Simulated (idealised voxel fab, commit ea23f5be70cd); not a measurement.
process module | voxel self aligned vias
cross-section cut | 235 nm wide | cells 5 nm
A cross-section is a grid of square cells, given in bands from the top down. A band is one or more rows of cells.
Each band's line starts with the height of the band's top and of its bottom, in nm. Then come its materials from left to right, each with its width in nm. One material with "throughout" fills the band from edge to edge. "air" is empty space.
Height 0 is the level under which the wafer as received is all one material. The lowest band goes on downwards, as in "0 down".
A width such as "30 to 40" changes by the same amount from each row of cells to the next, from the band's top row to its bottom row.
"no change" after a step means that no cell of the cross-section changed.
closed voids: empty space of 8 cells or more with no open way to the top, each as width x height at its distance from the left edge, in nm
after a step's settings: what the simulator itself notes on the step
overlay nm, on a step with a mask: how far to the right of its planned place the mask lay; to the left if negative
plan
1 op RECEIVE | material Si
2 op CONFORMAL_DEP | material SiO2 | thk nm 10
3 op CONFORMAL_DEP | material SiCN | thk nm 5
4 op DIRECTIONAL_DEP | material SiO2 | thk nm 30
5 op MASKED_ETCH | tone open | mask id LINES | width nm 25 | pitch nm 70 | etch materials SiO2 | depth nm 30 | overlay nm 0
6 op CONFORMAL_DEP | material TiN | thk nm 5
7 op FILL_DEP | material Ru | thk nm 5
8 op CMP | height nm 45
9 op SELECTIVE_ETCH | etch materials W Ru TiN | depth nm 10
10 op FILL_DEP | material SiN | thk nm 10
11 op CMP | height nm 45
12 op DIRECTIONAL_DEP | material SiO2 | thk nm 15
13 op DIRECTIONAL_DEP | material aC | thk nm 10
14 op PATTERN | tone open | mask id VIAS | material resist | width nm 45 | pitch nm 70 | thk nm 30 | overlay nm 0
15 op DIRECTIONAL_ETCH | etch materials aC | depth nm 10
16 op STRIP | etch materials resist
17 op DIRECTIONAL_ETCH | etch materials SiO2 | depth nm 15
18 op DIRECTIONAL_ETCH | etch materials SiN | depth nm 10
19 op STRIP | etch materials aC
20 op CONFORMAL_DEP | material TiN | thk nm 5
21 op FILL_DEP | material W | thk nm 10
22 op CMP | height nm 60
23 op CONFORMAL_DEP | material SiN | thk nm 5
as received, after step 1
  0 down: Si throughout
  closed voids: none
first wafer at the end, as planned
  65 to 60: SiN throughout
  60 to 50: SiO2 60 | TiN 5 | W 35 | TiN 5 | SiO2 25 | TiN 5 | W 35 | TiN 5 | SiO2 60
  50 to 40: SiO2 60 to 70 | TiN 15 to 5 | W 15 | TiN 15 to 5 | SiO2 25 to 45 | TiN 15 to 5 | W 15 | TiN 15 to 5 | SiO2 60 to 70
  40 to 35: SiO2 70 | TiN 25 | SiO2 45 | TiN 25 | SiO2 70
  35 to 20: SiO2 70 | TiN 5 | Ru 15 | TiN 5 | SiO2 45 | TiN 5 | Ru 15 | TiN 5 | SiO2 70
  20 to 15: SiO2 70 | TiN 25 | SiO2 45 | TiN 25 | SiO2 70
  15 to 10: SiCN throughout
  10 to 0: SiO2 throughout
  0 down: Si throughout
  closed voids: none
second wafer at the end: like start, like plan, one mistake
  65 to 60: SiN throughout
  60 to 40: SiO2 60 | TiN 5 | W 35 | TiN 5 | SiO2 25 | TiN 5 | W 35 | TiN 5 | SiO2 60
  40 to 35: SiO2 60 | TiN 45 | SiO2 25 | TiN 45 | SiO2 60
  35 to 30: SiO2 60 | TiN 15 | Ru 15 | TiN 15 | SiO2 25 | TiN 15 | Ru 15 | TiN 15 | SiO2 60
  30 to 20: SiO2 70 | TiN 5 | Ru 15 | TiN 5 | SiO2 45 | TiN 5 | Ru 15 | TiN 5 | SiO2 70
  20 to 15: SiO2 70 | TiN 25 | SiO2 45 | TiN 25 | SiO2 70
  15 to 10: SiCN throughout
  10 to 0: SiO2 throughout
  0 down: Si throughout
  closed voids: none
what went wrong: step 17 was run twice
at the end the second wafer has, in cells: 24 fewer of SiO2 | 8 more of TiN | 16 more of W
